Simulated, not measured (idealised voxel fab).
process module | voxel wiring stack
cross-section cut | 175 nm wide | cells 5 nm
A cross-section is a grid of square cells, given in bands from the top down. A band is one or more rows of cells.
Each band's line starts with the height of the band's top and of its bottom, in nm. Then come its materials from left to right, each with its width in nm. One material with "throughout" fills the band from edge to edge. "air" is empty space.
Height 0 is the level under which the wafer as received is all one material. The lowest band goes on downwards, as in "0 down".
A width such as "30 to 40" changes by the same amount from each row of cells to the next, from the band's top row to its bottom row.
"no change" after a step means that no cell of the cross-section changed.
closed voids: empty space of 8 cells or more with no open way to the top, each as width x height at its distance from the left edge, in nm
after a step's settings: what the simulator itself notes on the step
overlay nm, on a step with a mask: how far to the right of its planned place the mask lay; to the left if negative
plan
1 op RECEIVE | material Si
2 op CONFORMAL_DEP | material SiO2 | thk nm 15
3 op DIRECTIONAL_DEP | material TiN | thk nm 5
4 op DIRECTIONAL_DEP | material Ru | thk nm 15
5 op MASKED_ETCH | tone cover | mask id METAL_1 | width nm 20 | pitch nm 40 | etch materials Ru | depth nm 15 | overlay nm 0
6 op MASKED_ETCH | tone cover | mask id METAL_1 | width nm 20 | pitch nm 40 | etch materials TiN | depth nm 5 | overlay nm 0
7 op CONFORMAL_DEP | material SiN | thk nm 5
8 op FILL_DEP | material SiO2 | thk nm 10
9 op CMP | height nm 35
10 op CONFORMAL_DEP | material SiCN | thk nm 5
11 op DIRECTIONAL_DEP | material SiO2 | thk nm 20
12 op DIRECTIONAL_DEP | material aC | thk nm 10
13 op PATTERN | tone open | mask id PLUG_1 | material resist | width nm 15 | pitch nm 80 | thk nm 30 | overlay nm -15
14 op DIRECTIONAL_ETCH | etch materials aC | depth nm 10
15 op STRIP | etch materials resist
16 op DIRECTIONAL_ETCH | etch materials SiO2 | depth nm 20
17 op DIRECTIONAL_ETCH | etch materials SiCN | depth nm 5
18 op STRIP | etch materials aC
19 op CONFORMAL_DEP | material TiN | thk nm 5
20 op FILL_DEP | material Ru | thk nm 5
21 op CMP | height nm 60
22 op CONFORMAL_DEP | material SiCN | thk nm 5
23 op DIRECTIONAL_DEP | material SiO2 | thk nm 15
24 op MASKED_ETCH | tone open | mask id METAL_2 | width nm 20 | pitch nm 40 | etch materials SiO2 | depth nm 15 | overlay nm 0
25 op MASKED_ETCH | tone open | mask id METAL_2 | width nm 20 | pitch nm 40 | etch materials SiCN | depth nm 5 | overlay nm 0
26 op CONFORMAL_DEP | material TiN | thk nm 5
27 op FILL_DEP | material Ru | thk nm 5
28 op CMP | height nm 80
29 op CONFORMAL_DEP | material SiCN | thk nm 5
varied across the wafers: overlay nm of step 13. The plan shows the first wafer's value. All wafers start alike
first wafer as received, after step 1
  0 down: Si throughout
  closed voids: none
first wafer at the end, after step 29
  85 to 80: SiCN throughout
  80 to 65: SiO2 35 | TiN 5 | Ru 10 | TiN 5 | SiO2 20 | TiN 5 | Ru 10 | TiN 5 | SiO2 20 | TiN 5 | Ru 10 | TiN 5 | SiO2 40
  65 to 60: SiCN 35 | TiN 20 | SiCN 20 | TiN 20 | SiCN 20 | TiN 20 | SiCN 40
  60 to 40: SiO2 20 | TiN 5 | Ru 5 | TiN 5 | SiO2 65 | TiN 5 | Ru 5 | TiN 5 | SiO2 60
  40 to 35: SiCN 20 | TiN 15 | SiCN 65 | TiN 15 | SiCN 60
  35 to 20: SiO2 30 | SiN 5 | Ru 20 | SiN 5 | SiO2 10 | SiN 5 | Ru 20 | SiN 5 | SiO2 10 | SiN 5 | Ru 20 | SiN 5 | SiO2 35
  20 to 15: SiN 35 | TiN 20 | SiN 20 | TiN 20 | SiN 20 | TiN 20 | SiN 40
  15 to 0: SiO2 throughout
  0 down: Si throughout
  closed voids: none
last wafer at the end
  85 to 80: SiCN throughout
  80 to 65: SiO2 35 | TiN 5 | Ru 10 | TiN 5 | SiO2 20 | TiN 5 | Ru 10 | TiN 5 | SiO2 20 | TiN 5 | Ru 10 | TiN 5 | SiO2 40
  65 to 60: SiCN 35 | TiN 20 | SiCN 20 | TiN 20 | SiCN 20 | TiN 20 | SiCN 40
  60 to 40: SiO2 50 | TiN 5 | Ru 5 | TiN 5 | SiO2 65 | TiN 5 | Ru 5 | TiN 5 | SiO2 30
  40 to 35: SiCN 50 | TiN 15 | SiCN 65 | TiN 15 | SiCN 30
  35 to 20: SiO2 30 | SiN 5 | Ru 20 | SiN 5 | SiO2 10 | SiN 5 | Ru 20 | SiN 5 | SiO2 10 | SiN 5 | Ru 20 | SiN 5 | SiO2 35
  20 to 15: SiN 35 | TiN 20 | SiN 20 | TiN 20 | SiN 20 | TiN 20 | SiN 40
  15 to 0: SiO2 throughout
  0 down: Si throughout
  closed voids: none
each wafer at the end: cells of each material gained (+) or lost (-) since it was received, then its closed voids
overlay nm -15 | +62 Ru | +87 SiCN | +41 SiN | +341 SiO2 | +64 TiN | closed voids: none
overlay nm -10 | +62 Ru | +87 SiCN | +41 SiN | +341 SiO2 | +64 TiN | closed voids: none
overlay nm -5 | +62 Ru | +87 SiCN | +41 SiN | +341 SiO2 | +64 TiN | closed voids: none
overlay nm 0 | +62 Ru | +87 SiCN | +41 SiN | +341 SiO2 | +64 TiN | closed voids: none
overlay nm 5 | +62 Ru | +87 SiCN | +41 SiN | +341 SiO2 | +64 TiN | closed voids: none
overlay nm 10 | +62 Ru | +87 SiCN | +41 SiN | +341 SiO2 | +64 TiN | closed voids: none
overlay nm 15 | +62 Ru | +87 SiCN | +41 SiN | +341 SiO2 | +64 TiN | closed voids: none
